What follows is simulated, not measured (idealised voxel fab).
The document below concerns the process module designated voxel air gaps.
It is cross-section cut that appears here, measuring 185 nm in width, its square cells being 5 nm in size.
Format of a cross-section: grid, square cells. Given as bands. Order: top down. Band: one or more rows of cells. Within each band entry, the heights of the top and of the bottom of the band appear first, in that order and in nm; the materials of the band then follow from left to right, each with its corresponding width in nm. The designation "all across" on a single material indicates that it fills the band from edge to edge; the designation "blank" indicates empty space. Where do heights start? At 0: under that level the wafer as delivered is made of one material only. And the lowest band has no floor; it just carries on downward, as in "0 -> down". Graded width ("30..40"): value in top row of band = first number; value in bottom row = second number; row-to-row change constant. No cell of the cross-section changed in a step that is given as "remained unchanged". Closed-off voids of 8+ cells (no open route to the top) go in "Closed void entries", written width x height at distance from the left edge, in nm. If you see something after the settings on a step's line, that's the simulator's own remark about that step. When a step includes a mask, the "overlay nm" setting on its line states how far to the right of its planned place that mask lay, and negative values state how far to the left.

Steps planned for the process
1) RECEIVE with material Si
2) CONFORMAL_DEP with material SiO2, thk nm 15
3) CONFORMAL_DEP with material SiN, thk nm 5
4) DIRECTIONAL_DEP with material SiO2, thk nm 40
5) PATTERN with tone open, mask id LINES, material resist, width nm 25, pitch nm 50, thk nm 15, overlay nm 0
6) DIRECTIONAL_ETCH with etch materials SiO2, depth nm 40
7) STRIP with etch materials resist
8) CONFORMAL_DEP with material TiN, thk nm 5
9) FILL_DEP with material W, thk nm 10
10) CMP with height nm 50
11) EPI with material Ru, thk nm 10
12) SELECTIVE_ETCH with etch materials SiO2, depth nm 50
13) CONFORMAL_DEP with material SiCN, thk nm 5
Be aware that, although all wafers share a common starting state, the height nm at step 10 differs among them, and the plan displays the first wafer's value.

Sectional view: first of several wafers, as received, after step 1
> 0 -> down = Si all across
> Closed void entries: none

End of the module, past its last step, step 13: how the first of several wafers looks in cross-section
> 65 -> 60 = blank: 15  SiCN: 155  blank: 15
> 60 -> 50 = blank: 15  SiCN: 5  Ru: 45  SiCN: 5  Ru: 45  SiCN: 5  Ru: 45  SiCN: 5  blank: 15
> 50 -> 45 = blank: 15  SiCN: 15  TiN: 5  W: 15  TiN: 5  SiCN: 25  TiN: 5  W: 15  TiN: 5  SiCN: 25  TiN: 5  W: 15  TiN: 5  SiCN: 15  blank: 15
> 45 -> 25 = blank: 25  SiCN: 5  TiN: 5  W: 15  TiN: 5  SiCN: 5  blank: 15  SiCN: 5  TiN: 5  W: 15  TiN: 5  SiCN: 5  blank: 15  SiCN: 5  TiN: 5  W: 15  TiN: 5  SiCN: 5  blank: 25
> 25 -> 20 = SiCN: 30  TiN: 25  SiCN: 25  TiN: 25  SiCN: 25  TiN: 25  SiCN: 30
> 20 -> 15 = SiN all across
> 15 -> 0 = SiO2 all across
> 0 -> down = Si all across
> Closed void entries: 15 x 20 at 60; 15 x 20 at 110

Last wafer x-sec, end of module
> 90 -> 85 = SiCN all across
> 85 -> 75 = Ru all across
> 75 -> 65 = W all across
> 65 -> 60 = TiN: 35  W: 15  TiN: 35  W: 15  TiN: 35  W: 15  TiN: 35
> 60 -> 25 = SiO2: 30  TiN: 5  W: 15  TiN: 5  SiO2: 25  TiN: 5  W: 15  TiN: 5  SiO2: 25  TiN: 5  W: 15  TiN: 5  SiO2: 30
> 25 -> 20 = SiO2: 30  TiN: 25  SiO2: 25  TiN: 25  SiO2: 25  TiN: 25  SiO2: 30
> 20 -> 15 = SiN all across
> 15 -> 0 = SiO2 all across
> 0 -> down = Si all across
> Closed void entries: none

Tabulated below, wafer by wafer, are the end-of-module results: for each material, the number of cells gained (+) or lost (-) relative to the as-received state, followed by the closed voids
height nm 50, +54 Ru, +101 SiCN, +37 SiN, +111 SiO2, +45 TiN, +45 W, Closed void entries: 15 x 20 at 60; 15 x 20 at 110
height nm 55, +54 Ru, +107 SiCN, +37 SiN, +111 SiO2, +51 TiN, +54 W, Closed void entries: 15 x 25 at 60; 15 x 25 at 110
height nm 60, +54 Ru, +113 SiCN, +37 SiN, +111 SiO2, +57 TiN, +63 W, Closed void entries: 15 x 30 at 60; 15 x 30 at 110
height nm 65, +74 Ru, +37 SiCN, +37 SiN, +287 SiO2, +85 TiN, +72 W, Closed void entries: none
height nm 70, +74 Ru, +37 SiCN, +37 SiN, +287 SiO2, +85 TiN, +109 W, Closed void entries: none
height nm 75, +74 Ru, +37 SiCN, +37 SiN, +287 SiO2, +85 TiN, +146 W, Closed void entries: none
